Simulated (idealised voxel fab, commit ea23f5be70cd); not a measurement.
process module | voxel wiring stack
cross-section cut | 200 nm wide | cells 5 nm
A cross-section is a grid of square cells, given in bands from the top down. A band is one or more rows of cells.
Each band's line starts with the height of the band's top and of its bottom, in nm. Then come its materials from left to right, each with its width in nm. One material with "throughout" fills the band from edge to edge. "air" is empty space.
Height 0 is the level under which the wafer as received is all one material. The lowest band goes on downwards, as in "0 down".
A width such as "30 to 40" changes by the same amount from each row of cells to the next, from the band's top row to its bottom row.
"no change" after a step means that no cell of the cross-section changed.
closed voids: empty space of 8 cells or more with no open way to the top, each as width x height at its distance from the left edge, in nm
after a step's settings: what the simulator itself notes on the step
overlay nm, on a step with a mask: how far to the right of its planned place the mask lay; to the left if negative
plan
1 op RECEIVE | material Si
2 op CONFORMAL_DEP | material SiO2 | thk nm 10
3 op DIRECTIONAL_DEP | material TiN | thk nm 5
4 op DIRECTIONAL_DEP | material W | thk nm 25
5 op DIRECTIONAL_DEP | material aC | thk nm 15
6 op PATTERN | tone cover | mask id METAL_1 | material resist | width nm 20 | pitch nm 40 | thk nm 35 | overlay nm 0
7 op DIRECTIONAL_ETCH | etch materials aC | depth nm 15
8 op STRIP | etch materials resist
9 op DIRECTIONAL_ETCH | etch materials W | depth nm 25
10 op DIRECTIONAL_ETCH | etch materials TiN | depth nm 5
11 op STRIP | etch materials aC
12 op FILL_DEP | material lowk | thk nm 5
13 op CMP | height nm 40
14 op CONFORMAL_DEP | material SiCN | thk nm 5
15 op DIRECTIONAL_DEP | material lowk | thk nm 10
16 op DIRECTIONAL_DEP | material aC | thk nm 15
17 op PATTERN | tone open | mask id PLUG_1 | material resist | width nm 15 | pitch nm 40 | thk nm 35 | overlay nm 0
18 op DIRECTIONAL_ETCH | etch materials aC | depth nm 15
19 op STRIP | etch materials resist
20 op DIRECTIONAL_ETCH | etch materials lowk | depth nm 10
21 op DIRECTIONAL_ETCH | etch materials SiCN | depth nm 5
22 op STRIP | etch materials aC
23 op EPI | material Ru | thk nm 10
24 op EPI | material Ru | thk nm 5
25 op CONFORMAL_DEP | material SiN | thk nm 5
26 op DIRECTIONAL_DEP | material SiO2 | thk nm 15
27 op MASKED_ETCH | tone open | mask id METAL_2 | width nm 20 | pitch nm 40 | etch materials SiO2 | depth nm 15 | overlay nm 0
28 op MASKED_ETCH | tone open | mask id METAL_2 | width nm 20 | pitch nm 40 | etch materials SiN | depth nm 5 | overlay nm 0
29 op CONFORMAL_DEP | material TiN | thk nm 5
30 op FILL_DEP | material W | thk nm 5
31 op CMP | height nm 75
32 op EPI | material Ru | thk nm 5
33 op FILL_DEP | material SiCN | thk nm 5
34 op DIRECTIONAL_DEP | material SiO2 | thk nm 15
35 op DIRECTIONAL_DEP | material aC | thk nm 10
36 op PATTERN | tone open | mask id PLUG_2 | material resist | width nm 15 | pitch nm 40 | thk nm 25 | overlay nm 0
37 op DIRECTIONAL_ETCH | etch materials aC | depth nm 10
38 op STRIP | etch materials resist
39 op DIRECTIONAL_ETCH | etch materials SiO2 | depth nm 15
40 op DIRECTIONAL_ETCH | etch materials SiCN | depth nm 5
41 op STRIP | etch materials aC
42 op EPI | material Ru | thk nm 10
43 op EPI | material Ru | thk nm 10
44 op DIRECTIONAL_DEP | material TiN | thk nm 5
45 op DIRECTIONAL_DEP | material W | thk nm 15
46 op MASKED_ETCH | tone cover | mask id METAL_3 | width nm 20 | pitch nm 40 | etch materials W | depth nm 15 | overlay nm 0
47 op MASKED_ETCH | tone cover | mask id METAL_3 | width nm 20 | pitch nm 40 | etch materials TiN | depth nm 5 | overlay nm 0
48 op FILL_DEP | material SiO2 | thk nm 10
49 op CMP | height nm 120
50 op CONFORMAL_DEP | material SiN | thk nm 5
varied across the wafers: thk nm of step 25. The plan shows the first wafer's value. All wafers start alike
first wafer as received, after step 1
  0 down: Si throughout
  closed voids: none
each wafer at the end: cells of each material gained (+) or lost (-) since it was received, then its closed voids
thk nm 5 | +81 Ru | +84 SiCN | +68 SiN | +369 SiO2 | +54 TiN | +114 W | +230 lowk | closed voids: none
thk nm 10 | +81 Ru | +84 SiCN | +108 SiN | +341 SiO2 | +48 TiN | +108 W | +230 lowk | closed voids: none
thk nm 15 | +81 Ru | +84 SiCN | +148 SiN | +313 SiO2 | +42 TiN | +102 W | +230 lowk | closed voids: none
thk nm 20 | +81 Ru | +84 SiCN | +188 SiN | +285 SiO2 | +36 TiN | +96 W | +230 lowk | closed voids: none
